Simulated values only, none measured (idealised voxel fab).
The document below concerns the process module designated voxel self aligned contacts.
250 nm wide, 5 nm square cells: that's cross-section cut.
Cross-sections here: square-cell grids, written as top-down lists of bands, a band being one or more rows of cells. Read a band's entry like this: the first values are the height of its top and the height of its bottom in nm, and what follows is the sequence of materials from left to right, each with its width in nm. Note that "empty" is empty space, and that a single material marked "everywhere" reaches across the band from edge to edge. Height is counted from the level 0, under which the received wafer is composed throughout of one material. The lowest of the bands is not closed at the bottom but continues downward, in the notation "0 -> down". A width such as "30..40" changes by the same amount from each row of cells to the next, from the band's top row to its bottom row. Any step labelled "no alterations made" changed none of the cells in the cross-section. "Enclosed internal cavities" lists enclosed empty spaces (at least 8 cells, no open path upward to the top), each as width x height at distance from the left edge, in nm. That trailing text on a step's line, after the settings, is the simulator's own remark on the step. When a step includes a mask, the "overlay nm" setting on its line states how far to the right of its planned place that mask lay, and negative values state how far to the left.
**Planned process steps**
step 1: RECEIVE, material Si
step 2: OXIDIZE, depth nm 5
step 3: DIRECTIONAL_DEP, material polySi, thk nm 20
step 4: DIRECTIONAL_DEP, material SiN, thk nm 20
step 5: MASKED_ETCH, tone cover, mask id GATE, width nm 35, pitch nm 60, etch materials SiN, depth nm 20, overlay nm 0
step 6: MASKED_ETCH, tone cover, mask id GATE, width nm 35, pitch nm 60, etch materials polySi, depth nm 20, overlay nm 0
step 7: CONFORMAL_DEP, material SiN, thk nm 5
step 8: DIRECTIONAL_ETCH, etch materials SiN, depth nm 5
step 9: FILL_DEP, material SiO2, thk nm 20
step 10: CMP, height nm 50
step 11: PATTERN, tone open, mask id CONTACT, material resist, width nm 45, thk nm 15, overlay nm 0
step 12: DIRECTIONAL_ETCH, etch materials SiO2, depth nm 55
step 13: STRIP, etch materials resist
step 14: CONFORMAL_DEP, material TiN, thk nm 5
step 15: FILL_DEP, material Ru, thk nm 5
step 16: CMP, height nm 50
step 17: CONFORMAL_DEP, material SiN, thk nm 5
**Cross-section: wafer on arrival = after step 1**
	0 -> down  Si everywhere
	Enclosed internal cavities: none
**Result of the module, cross-sectioned: start per above, plan per above, one error in how it was run**
	55 -> 50  SiN everywhere
	50 -> 40  SiO2: 70; SiN: 45; TiN: 5; Ru: 5; TiN: 5; SiN: 45; SiO2: 75
	40 -> 25  SiO2: 70; SiN: 5; polySi: 35; SiN: 5; TiN: 5; Ru: 5; TiN: 5; SiN: 5; polySi: 35; SiN: 5; SiO2: 75
	25 -> 20  SiO2: 70; SiN: 5; polySi: 35; SiN: 5; TiN: 15; SiN: 5; polySi: 35; SiN: 5; SiO2: 75
	20 -> 0  polySi everywhere
	0 -> -5  SiO2 everywhere
	-5 -> down  Si everywhere
	Enclosed internal cavities: none
Where did the run depart from the plan? heads up, step 3 of the plan got done twice
